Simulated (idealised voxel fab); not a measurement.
Name of the process module below: voxel ribs on slabs
This is section cut - it's 300 nm across, gridded in 5 nm square cells.
Reading order for cross-sections: top band down to bottom band. Underlying form: a grid of square cells. Band size: one or more rows of cells. It is stipulated that each band's entry specify, in nanometres, the height of the top of the band and then that of its bottom, followed by the materials of the band in left-to-right sequence, each together with its width in nanometres. A single material marked by the word "full width" is understood to fill the band from edge to edge; the word "air" is understood to denote empty space. Note: height 0 marks the level under which the wafer is uniformly one material as received. Lowest band unbounded below, written "z 0 and below". The expression "30 to 40" gives the width at the extremes of the band, the first number at its top row of cells and the second at its bottom row, with the width changing by equal amounts from each row to the next in between. No cell of the cross-section changed in a step that is given as "identical to before". In "Non-vented voids" the enclosed voids are listed, meaning empty spaces of 8 cells or larger without any opening to the top. The form is width x height at distance, distance from the left edge, units nm. after a step's settings: what the simulator itself notes on the step. The optional step-line setting "overlay nm" applies to steps with a mask and quantifies how far to the right of its planned location the mask lay, a negative value indicating leftward placement.

PROCESS STEPS (PLANNED)
step 1: RECEIVE | material Si
step 2: DIRECTIONAL_DEP | material SiO2 | thk nm 20
step 3: DIRECTIONAL_DEP | material polySi | thk nm 20
step 4: DIRECTIONAL_DEP | material aC | thk nm 15
step 5: PATTERN | tone cover | mask id RIB | material resist | width nm 30 | thk nm 30 | overlay nm 0
step 6: DIRECTIONAL_ETCH | etch materials aC | depth nm 15
step 7: STRIP | etch materials resist
step 8: DIRECTIONAL_ETCH | etch materials polySi | depth nm 10
step 9: STRIP | etch materials aC
step 10: PATTERN | tone cover | mask id SLAB | material resist | width nm 90 | thk nm 20 | overlay nm 0
step 11: DIRECTIONAL_ETCH | etch materials polySi | depth nm 10
step 12: STRIP | etch materials resist
step 13: FILL_DEP | material SiO2 | thk nm 30
step 14: CMP | height nm 60
step 15: DIRECTIONAL_DEP | material TiN | thk nm 5
step 16: DIRECTIONAL_DEP | material aC | thk nm 15
step 17: PATTERN | tone cover | mask id HEATER | material resist | width nm 40 | thk nm 30 | overlay nm 0
step 18: DIRECTIONAL_ETCH | etch materials aC | depth nm 15
step 19: STRIP | etch materials resist
step 20: DIRECTIONAL_ETCH | etch materials TiN | depth nm 5
step 21: STRIP | etch materials aC
step 22: CONFORMAL_DEP | material SiO2 | thk nm 5

RECEIVED-STATE CROSS-SECTION, REFLECTING COMPLETION OF STEP 1
> z 0 and below = Si full width
> Non-vented voids: none

CROSS-SECTION, END OF MODULE. START: AS ABOVE. PLAN: AS ABOVE. EXECUTION: ONE MISTAKE
> z 65 to 60 = air (130), then TiN (40), then air (130)
> z 60 to 40 = SiO2 full width
> z 40 to 30 = SiO2 (135), then polySi (30), then SiO2 (135)
> z 30 to 20 = SiO2 (105), then polySi (90), then SiO2 (105)
> z 20 to 0 = SiO2 full width
> z 0 and below = Si full width
> Non-vented voids: none
Deviation from plan: plan step 22: skipped, not run
